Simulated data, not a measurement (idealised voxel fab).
Process module, titled voxel gate over fins
cross-section cut | 205 nm wide | cells 5 nm
Cross-section layout: square cells on a grid; listed as bands, top to bottom; a band spans one or more cell rows.
This entry defines a band. It first specifies the height of the band's top and the height of its bottom in nm, and then specifies the band's materials from left to right, stating each material with its width in nm. The word "all across" identifies a single material that fills the band from edge to edge, while the word "air" identifies empty space.
Where do heights start? At 0: under that level the wafer as delivered is made of one material only. And the lowest band has no floor; it just carries on downward, as in "0 -> down".
Per-row width for "30 to 40": begins at first number (top row of band), ends at second number (bottom row), increment between rows held constant.
Where the words "everything unchanged" appear for a step, the cross-section shows no cell changed by that step; every cell remained as before.
Each empty space that has no open way to the top and spans at least 8 cells appears under "Internal closed voids" as width x height at distance, the distance counted from the left edge, all in nm.
Heads up: the bit after the settings on a step's line is the simulator's remark on that step.
"overlay nm" denotes, for a step that has a mask, the displacement of the mask to the right of its planned place, with negative values corresponding to the left.
-- Below is the list of planned process steps
step 1: RECEIVE | material Si
step 2: CONFORMAL_DEP | material SiN | thk nm 5
step 3: PATTERN | tone cover | mask id FINS | material resist | width nm 15 | pitch nm 45 | thk nm 20 | overlay nm 0
step 4: DIRECTIONAL_ETCH | etch materials SiN | depth nm 5
step 5: DIRECTIONAL_ETCH | etch materials Si | depth nm 30
step 6: STRIP | etch materials resist
step 7: FILL_DEP | material SiO2 | thk nm 5
step 8: CMP | height nm 5
step 9: SELECTIVE_ETCH | etch materials SiO2 | depth nm 20
step 10: STRIP | etch materials SiN
step 11: CONFORMAL_DEP | material HfO2 | thk nm 5
step 12: CONFORMAL_DEP | material TiN | thk nm 5
step 13: CONFORMAL_DEP | material TiAl | thk nm 5
step 14: CONFORMAL_DEP | material TiN | thk nm 5
step 15: FILL_DEP | material W | thk nm 15
step 16: CMP | height nm 30
step 17: CONFORMAL_DEP | material SiN | thk nm 10
-- First of two wafers, with the run carried out as planned
-- As-received state of the wafer in cross-section, equivalent to post-step 1
    0 -> down = Si all across
    Internal closed voids: none
-- So this is the wafer cross-section right after step 2
    5 -> 0 = SiN all across
    Heights below 0 show no change.
-- So this is the wafer cross-section right after step 3
    25 -> 5 = air 70, resist 15, air 30, resist 15, air 75
    Heights below 5 show no change.
-- So this is the wafer cross-section right after step 4
    25 -> 5 = air 70, resist 15, air 30, resist 15, air 75
    5 -> 0 = air 70, SiN 15, air 30, SiN 15, air 75
    Heights below 0 show no change.
-- So this is the wafer cross-section right after step 5
    25 -> 5 = air 70, resist 15, air 30, resist 15, air 75
    5 -> 0 = air 70, SiN 15, air 30, SiN 15, air 75
    0 -> -30 = air 70, Si 15, air 30, Si 15, air 75
    Heights below -30 show no change.
-- So this is the wafer cross-section right after step 6
    5 -> 0 = air 70, SiN 15, air 30, SiN 15, air 75
    Heights below 0 show no change.
-- So this is the wafer cross-section right after step 7
    10 -> 5 = SiO2 all across
    5 -> 0 = SiO2 70, SiN 15, SiO2 30, SiN 15, SiO2 75
    0 -> -30 = SiO2 70, Si 15, SiO2 30, Si 15, SiO2 75
    Heights below -30 show no change.
-- So this is the wafer cross-section right after step 8
    5 -> 0 = SiO2 70, SiN 15, SiO2 30, SiN 15, SiO2 75
    Heights below 0 show no change.
-- So this is the wafer cross-section right after step 9
    5 -> 0 = air 70, SiN 15, air 30, SiN 15, air 75
    0 -> -15 = air 70, Si 15, air 30, Si 15, air 75
    Heights below -15 show no change.
-- So this is the wafer cross-section right after step 10
    0 -> -15 = air 70, Si 15, air 30, Si 15, air 75
    Heights below -15 show no change.
-- So this is the wafer cross-section right after step 11
    5 -> 0 = air 65, HfO2 25, air 20, HfO2 25, air 70
    0 -> -10 = air 65, HfO2 5, Si 15, HfO2 5, air 20, HfO2 5, Si 15, HfO2 5, air 70
    -10 -> -15 = HfO2 70, Si 15, HfO2 30, Si 15, HfO2 75
    Heights below -15 show no change.
-- So this is the wafer cross-section right after step 12
    10 -> 5 = air 60, TiN 35, air 10, TiN 35, air 65
    5 -> 0 = air 60, TiN 5, HfO2 25, TiN 5, air 10, TiN 5, HfO2 25, TiN 5, air 65
    0 -> -5 = air 60, TiN 5, HfO2 5, Si 15, HfO2 5, TiN 5, air 10, TiN 5, HfO2 5, Si 15, HfO2 5, TiN 5, air 65
    -5 -> -10 = TiN 65, HfO2 5, Si 15, HfO2 5, TiN 20, HfO2 5, Si 15, HfO2 5, TiN 70
    Heights below -10 show no change.
-- So this is the wafer cross-section right after step 13
    15 -> 10 = air 55, TiAl 90, air 60
    10 -> 5 = air 55, TiAl 5, TiN 35, TiAl 10, TiN 35, TiAl 5, air 60
    5 -> 0 = air 55, TiAl 5, TiN 5, HfO2 25, TiN 5, TiAl 10, TiN 5, HfO2 25, TiN 5, TiAl 5, air 60
    0 -> -5 = TiAl 60, TiN 5, HfO2 5, Si 15, HfO2 5, TiN 5, TiAl 10, TiN 5, HfO2 5, Si 15, HfO2 5, TiN 5, TiAl 65
    Heights below -5 show no change.
-- So this is the wafer cross-section right after step 14
    20 -> 15 = air 50, TiN 100, air 55
    15 -> 10 = air 50, TiN 5, TiAl 90, TiN 5, air 55
    10 -> 5 = air 50, TiN 5, TiAl 5, TiN 35, TiAl 10, TiN 35, TiAl 5, TiN 5, air 55
    5 -> 0 = TiN 55, TiAl 5, TiN 5, HfO2 25, TiN 5, TiAl 10, TiN 5, HfO2 25, TiN 5, TiAl 5, TiN 60
    Heights below 0 show no change.
-- So this is the wafer cross-section right after step 15
    35 -> 20 = W all across
    20 -> 15 = W 50, TiN 100, W 55
    15 -> 10 = W 50, TiN 5, TiAl 90, TiN 5, W 55
    10 -> 5 = W 50, TiN 5, TiAl 5, TiN 35, TiAl 10, TiN 35, TiAl 5, TiN 5, W 55
    Heights below 5 show no change.
-- So this is the wafer cross-section right after step 16
    30 -> 20 = W all across
    Heights below 20 show no change.
-- So this is the wafer cross-section right after step 17
    40 -> 30 = SiN all across
    Heights below 30 show no change.
-- Wafer two of the pair: same origin, same plan, one error during the run; identical to wafer one up to and including step 2
-- At the planned end of step 3, the second wafer in cross-section
    25 -> 5 = air 70, resist 20, air 25, resist 20, air 70
    Heights below 5 show no change.
-- At the planned end of step 4, the second wafer in cross-section
    25 -> 5 = air 70, resist 20, air 25, resist 20, air 70
    5 -> 0 = air 70, SiN 20, air 25, SiN 20, air 70
    Heights below 0 show no change.
-- At the planned end of step 5, the second wafer in cross-section
    25 -> 5 = air 70, resist 20, air 25, resist 20, air 70
    5 -> 0 = air 70, SiN 20, air 25, SiN 20, air 70
    0 -> -30 = air 70, Si 20, air 25, Si 20, air 70
    Heights below -30 show no change.
-- At the planned end of step 6, the second wafer in cross-section
    5 -> 0 = air 70, SiN 20, air 25, SiN 20, air 70
    Heights below 0 show no change.
-- At the planned end of step 7, the second wafer in cross-section
    10 -> 5 = SiO2 all across
    5 -> 0 = SiO2 70, SiN 20, SiO2 25, SiN 20, SiO2 70
    0 -> -30 = SiO2 70, Si 20, SiO2 25, Si 20, SiO2 70
    Heights below -30 show no change.
-- At the planned end of step 8, the second wafer in cross-section
    5 -> 0 = SiO2 70, SiN 20, SiO2 25, SiN 20, SiO2 70
    Heights below 0 show no change.
-- At the planned end of step 9, the second wafer in cross-section
    5 -> 0 = air 70, SiN 20, air 25, SiN 20, air 70
    0 -> -15 = air 70, Si 20, air 25, Si 20, air 70
    Heights below -15 show no change.
-- At the planned end of step 10, the second wafer in cross-section
    0 -> -15 = air 70, Si 20, air 25, Si 20, air 70
    Heights below -15 show no change.
-- At the planned end of step 11, the second wafer in cross-section
    5 -> 0 = air 65, HfO2 30, air 15, HfO2 30, air 65
    0 -> -10 = air 65, HfO2 5, Si 20, HfO2 5, air 15, HfO2 5, Si 20, HfO2 5, air 65
    -10 -> -15 = HfO2 70, Si 20, HfO2 25, Si 20, HfO2 70
    Heights below -15 show no change.
-- At the planned end of step 12, the second wafer in cross-section
    10 -> 5 = air 60, TiN 40, air 5, TiN 40, air 60
    5 -> 0 = air 60, TiN 5, HfO2 30, TiN 5, air 5, TiN 5, HfO2 30, TiN 5, air 60
    0 -> -5 = air 60, TiN 5, HfO2 5, Si 20, HfO2 5, TiN 5, air 5, TiN 5, HfO2 5, Si 20, HfO2 5, TiN 5, air 60
    -5 -> -10 = TiN 65, HfO2 5, Si 20, HfO2 5, TiN 15, HfO2 5, Si 20, HfO2 5, TiN 65
    Heights below -10 show no change.
-- At the planned end of step 13, the second wafer in cross-section
    15 -> 10 = air 55, TiAl 95, air 55
    10 -> 5 = air 55, TiAl 5, TiN 40, TiAl 5, TiN 40, TiAl 5, air 55
    5 -> 0 = air 55, TiAl 5, TiN 5, HfO2 30, TiN 5, TiAl 5, TiN 5, HfO2 30, TiN 5, TiAl 5, air 55
    0 -> -5 = TiAl 60, TiN 5, HfO2 5, Si 20, HfO2 5, TiN 5, TiAl 5, TiN 5, HfO2 5, Si 20, HfO2 5, TiN 5, TiAl 60
    Heights below -5 show no change.
-- At the planned end of step 14, the second wafer in cross-section
    20 -> 15 = air 50, TiN 105, air 50
    15 -> 10 = air 50, TiN 5, TiAl 95, TiN 5, air 50
    10 -> 5 = air 50, TiN 5, TiAl 5, TiN 40, TiAl 5, TiN 40, TiAl 5, TiN 5, air 50
    5 -> 0 = TiN 55, TiAl 5, TiN 5, HfO2 30, TiN 5, TiAl 5, TiN 5, HfO2 30, TiN 5, TiAl 5, TiN 55
    Heights below 0 show no change.
-- At the planned end of step 15, the second wafer in cross-section
    35 -> 20 = W all across
    20 -> 15 = W 50, TiN 105, W 50
    15 -> 10 = W 50, TiN 5, TiAl 95, TiN 5, W 50
    10 -> 5 = W 50, TiN 5, TiAl 5, TiN 40, TiAl 5, TiN 40, TiAl 5, TiN 5, W 50
    Heights below 5 show no change.
-- At the planned end of step 16, the second wafer in cross-section
    30 -> 20 = W all across
    Heights below 20 show no change.
-- At the planned end of step 17, the second wafer in cross-section
    40 -> 30 = SiN all across
    Heights below 30 show no change.
Against the plan, the run slipped here: so step 3 ended up running with a different setting than we planned, it ran as PATTERN | tone cover | mask id FINS | material resist | width nm 20 | pitch nm 45 | thk nm 20 | overlay nm 0
Bottom line after processing is that, in cells, the second wafer is up or down on some materials versus the first: +12 Si, -6 SiO2, -3 TiAl, -3 W
